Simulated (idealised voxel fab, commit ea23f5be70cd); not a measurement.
voxel self aligned vias: a process module
We display cut, a cross-section 190 nm in width whose square cells are each 5 nm.
Throughout this document, each cross-section is represented as a grid of square cells and is presented as a sequence of bands enumerated from the top downward, where a band comprises one or more rows of cells. A band entry consists of two parts. The first gives the height of the band's top and the height of its bottom, in nm. The rest lists the band's materials from left to right, each with its width in nm. A single material labelled with the word "edge to edge" fills the band from edge to edge, and the word "air" marks empty space. All heights in this document are referenced to 0, defined as the level beneath which the wafer, as received, consists entirely of one material. The lowest band is not bounded below; it extends indefinitely downward and is written in the form "from 0 down". When a width is written as two numbers, as in "30->40", the first number is the width in the top row of cells of the band and the second is the width in its bottom row, and the width changes by the same amount from each row to the next. Key: "no modification" - step with no changed cell in the cross-section. Closed-off voids: empty space of 8 cells or more with no open way to the top, each as width x height at its distance from the left edge, in nm. after a step's settings: what the simulator itself notes on the step. overlay nm: mask right of planned place by this much (step with mask). Neg. = left.
The planned process steps are enumerated hereunder
step 1: RECEIVE: material Si
step 2: CONFORMAL_DEP: material SiO2, thk nm 10
step 3: CONFORMAL_DEP: material SiCN, thk nm 5
step 4: DIRECTIONAL_DEP: material SiO2, thk nm 25
step 5: PATTERN: tone open, mask id LINES, material resist, width nm 30, pitch nm 80, thk nm 20, overlay nm 0
step 6: DIRECTIONAL_ETCH: etch materials SiO2, depth nm 25
step 7: STRIP: etch materials resist
step 8: CONFORMAL_DEP: material TiN, thk nm 5
step 9: FILL_DEP: material Ru, thk nm 10
step 10: CMP: height nm 40
step 11: SELECTIVE_ETCH: etch materials W Ru TiN, depth nm 10
step 12: FILL_DEP: material SiN, thk nm 10
step 13: CMP: height nm 40
step 14: DIRECTIONAL_DEP: material SiO2, thk nm 15
step 15: MASKED_ETCH: tone open, mask id VIAS, width nm 50, pitch nm 80, etch materials SiO2, depth nm 15, overlay nm 0
step 16: MASKED_ETCH: tone open, mask id VIAS, width nm 50, pitch nm 80, etch materials SiN, depth nm 10, overlay nm 0
step 17: CONFORMAL_DEP: material TiN, thk nm 5
step 18: FILL_DEP: material Cu, thk nm 10
step 19: CMP: height nm 45
step 20: CONFORMAL_DEP: material SiCN, thk nm 5
Variable across wafers: step 19 height nm (plan value is that of the first wafer; starting state common to all).
First of several wafers (as received, post step 1), cross-sectional view
	from 0 down | Si edge to edge
	Closed-off voids: none
first wafer at the end, after step 20
	from 50 to 45 | SiCN edge to edge
	from 45 to 35 | SiO2 30->40, TiN 15->5, Cu 20, TiN 15->5, SiO2 30->50, TiN 15->5, Cu 20, TiN 15->5, SiO2 30->40
	from 35 to 30 | SiO2 40, TiN 30, SiO2 50, TiN 30, SiO2 40
	from 30 to 20 | SiO2 40, TiN 5, Ru 20, TiN 5, SiO2 50, TiN 5, Ru 20, TiN 5, SiO2 40
	from 20 to 15 | SiO2 40, TiN 30, SiO2 50, TiN 30, SiO2 40
	from 15 to 10 | SiCN edge to edge
	from 10 to 0 | SiO2 edge to edge
	from 0 down | Si edge to edge
	Closed-off voids: none
The last wafer as seen in cross-section at the end of the module
	from 75 to 70 | SiCN edge to edge
	from 70 to 60 | Cu edge to edge
	from 60 to 55 | TiN 35, Cu 40, TiN 40, Cu 40, TiN 35
	from 55 to 45 | SiO2 30, TiN 5, Cu 40, TiN 5, SiO2 30, TiN 5, Cu 40, TiN 5, SiO2 30
	from 45 to 35 | SiO2 30->40, TiN 15->5, Cu 20, TiN 15->5, SiO2 30->50, TiN 15->5, Cu 20, TiN 15->5, SiO2 30->40
	from 35 to 30 | SiO2 40, TiN 30, SiO2 50, TiN 30, SiO2 40
	from 30 to 20 | SiO2 40, TiN 5, Ru 20, TiN 5, SiO2 50, TiN 5, Ru 20, TiN 5, SiO2 40
	from 20 to 15 | SiO2 40, TiN 30, SiO2 50, TiN 30, SiO2 40
	from 15 to 10 | SiCN edge to edge
	from 10 to 0 | SiO2 edge to edge
	from 0 down | Si edge to edge
	Closed-off voids: none
Note: the following table is arranged by wafer, a row apiece. Each row reports the end-of-module state: per material, cells gained (+) or cells lost (-) compared with the wafer as received; closed voids follow
height nm 45, +16 Cu, +16 Ru, +76 SiCN, +224 SiO2, +48 TiN, Closed-off voids: none
height nm 50, +32 Cu, +16 Ru, +76 SiCN, +242 SiO2, +52 TiN, Closed-off voids: none
height nm 55, +48 Cu, +16 Ru, +76 SiCN, +260 SiO2, +56 TiN, Closed-off voids: none
height nm 60, +64 Cu, +16 Ru, +76 SiCN, +260 SiO2, +78 TiN, Closed-off voids: none
height nm 65, +102 Cu, +16 Ru, +76 SiCN, +260 SiO2, +78 TiN, Closed-off voids: none
height nm 70, +140 Cu, +16 Ru, +76 SiCN, +260 SiO2, +78 TiN, Closed-off voids: none
